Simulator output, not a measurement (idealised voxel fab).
Process module, titled voxel trench capacitor
Cross-section cut spans 265 nm and uses square cells 5 nm in size.
If you're reading a cross-section in this doc, picture square cells in a grid; it comes to you as bands, top ones listed first down to the bottom, and a band can be one or more rows of cells.
Each band's line starts with the height of the band's top and of its bottom, in nm. Then come its materials from left to right, each with its width in nm. One material with "full width" fills the band from edge to edge. "air" is empty space.
The level at which height equals 0 is the one under which the wafer, as it arrives, is entirely one material. No lower edge exists for the bottom band, which continues downward and is notated as in "0 and below".
The width entry "30..40" should be interpreted row by row: the top row of cells in the band takes the first number, the bottom row takes the second number, and the change between adjacent rows is uniform throughout.
Where a step carries "nothing changed", the cross-section came out of it unchanged, cell for cell.
Entry "Fully enclosed voids" = empty spaces >= 8 cells with no open way to the top; each as width x height at distance, distance from left edge, all nm.
That trailing text on a step's line, after the settings, is the simulator's own remark on the step.
A step's line can hold "overlay nm"; with a mask on that step, the setting says how far right of the planned place the mask lay, while a negative setting says it lay to the left.
So here's the lineup of process steps we planned
1: RECEIVE: material Si
2: CONFORMAL_DEP: material SiN, thk nm 5
3: MASKED_ETCH: tone open, mask id TRENCH, width nm 30, pitch nm 55, etch materials SiN, depth nm 5, overlay nm 0
4: MASKED_ETCH: tone open, mask id TRENCH, width nm 30, pitch nm 55, etch materials Si, depth nm 25, overlay nm 0
5: CONFORMAL_DEP: material HfO2, thk nm 5
6: CONFORMAL_DEP: material TiN, thk nm 5
7: FILL_DEP: material W, thk nm 5
8: CMP: height nm 5
This is the cross-section of the wafer as we received it, i.e. after step 1
> 0 and below | Si full width
> Fully enclosed voids: none
The first of the two wafers as seen in cross-section once the module was finished; processing followed the plan
> 5 down to 0 | SiN=60 | HfO2=5 | TiN=5 | W=10 | TiN=5 | HfO2=5 | SiN=25 | HfO2=5 | TiN=5 | W=10 | TiN=5 | HfO2=5 | SiN=25 | HfO2=5 | TiN=5 | W=10 | TiN=5 | HfO2=5 | SiN=65
> 0 down to -15 | Si=60 | HfO2=5 | TiN=5 | W=10 | TiN=5 | HfO2=5 | Si=25 | HfO2=5 | TiN=5 | W=10 | TiN=5 | HfO2=5 | Si=25 | HfO2=5 | TiN=5 | W=10 | TiN=5 | HfO2=5 | Si=65
> -15 down to -20 | Si=60 | HfO2=5 | TiN=20 | HfO2=5 | Si=25 | HfO2=5 | TiN=20 | HfO2=5 | Si=25 | HfO2=5 | TiN=20 | HfO2=5 | Si=65
> -20 down to -25 | Si=60 | HfO2=30 | Si=25 | HfO2=30 | Si=25 | HfO2=30 | Si=65
> -25 and below | Si full width
> Fully enclosed voids: none
second wafer at the end: like start, like plan, one mistake
> 5 down to 0 | SiN=60 | TiN=10 | W=10 | TiN=10 | SiN=25 | TiN=10 | W=10 | TiN=10 | SiN=25 | TiN=10 | W=10 | TiN=10 | SiN=65
> 0 down to -15 | Si=60 | TiN=10 | W=10 | TiN=10 | Si=25 | TiN=10 | W=10 | TiN=10 | Si=25 | TiN=10 | W=10 | TiN=10 | Si=65
> -15 down to -25 | Si=60 | TiN=30 | Si=25 | TiN=30 | Si=25 | TiN=30 | Si=65
> -25 and below | Si full width
> Fully enclosed voids: none
Where did the run depart from the plan? step 5, actual vs plan mismatch, actual run CONFORMAL_DEP: material TiN, thk nm 5
Final cells, second wafer relative to first, materials higher or lower: HfO2 -48; TiN +48
